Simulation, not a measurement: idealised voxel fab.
process module | voxel fin reveal
cross-section cut | 245 nm wide | cells 5 nm
A cross-section is a grid of square cells, given in bands from the top down. A band is one or more rows of cells.
Each band's line starts with the height of the band's top and of its bottom, in nm. Then come its materials from left to right, each with its width in nm. One material with "throughout" fills the band from edge to edge. "air" is empty space.
Height 0 is the level under which the wafer as received is all one material. The lowest band goes on downwards, as in "0 down".
A width such as "30 to 40" changes by the same amount from each row of cells to the next, from the band's top row to its bottom row.
"no change" after a step means that no cell of the cross-section changed.
closed voids: empty space of 8 cells or more with no open way to the top, each as width x height at its distance from the left edge, in nm
after a step's settings: what the simulator itself notes on the step
overlay nm, on a step with a mask: how far to the right of its planned place the mask lay; to the left if negative
plan
1 op RECEIVE | material Si
2 op CONFORMAL_DEP | material SiN | thk nm 10
3 op MASKED_ETCH | tone cover | mask id FINS | width nm 15 | pitch nm 40 | etch materials SiN | depth nm 10 | overlay nm 0
4 op MASKED_ETCH | tone cover | mask id FINS | width nm 15 | pitch nm 40 | etch materials Si | depth nm 35 | overlay nm 0
5 op OXIDIZE | depth nm 5
6 op FILL_DEP | material SiO2 | thk nm 15
7 op CMP | height nm 10
8 op SELECTIVE_ETCH | etch materials SiO2 | depth nm 30
9 op STRIP | etch materials SiN
as received, after step 1
  0 down: Si throughout
  closed voids: none
first wafer at the end, as planned
  0 to -20: air 100 | Si 5 | air 35 | Si 5 | air 100
  -20 to -40: SiO2 100 | Si 5 | SiO2 35 | Si 5 | SiO2 100
  -40 down: Si throughout
  closed voids: none
second wafer at the end: like start, like plan, one mistake
  0 to -5: air 100 | Si 5 | air 35 | Si 5 | air 100
  -5 to -40: SiO2 100 | Si 5 | SiO2 35 | Si 5 | SiO2 100
  -40 down: Si throughout
  closed voids: none
what went wrong: step 7 was left out
at the end the second wafer has, in cells: 141 more of SiO2
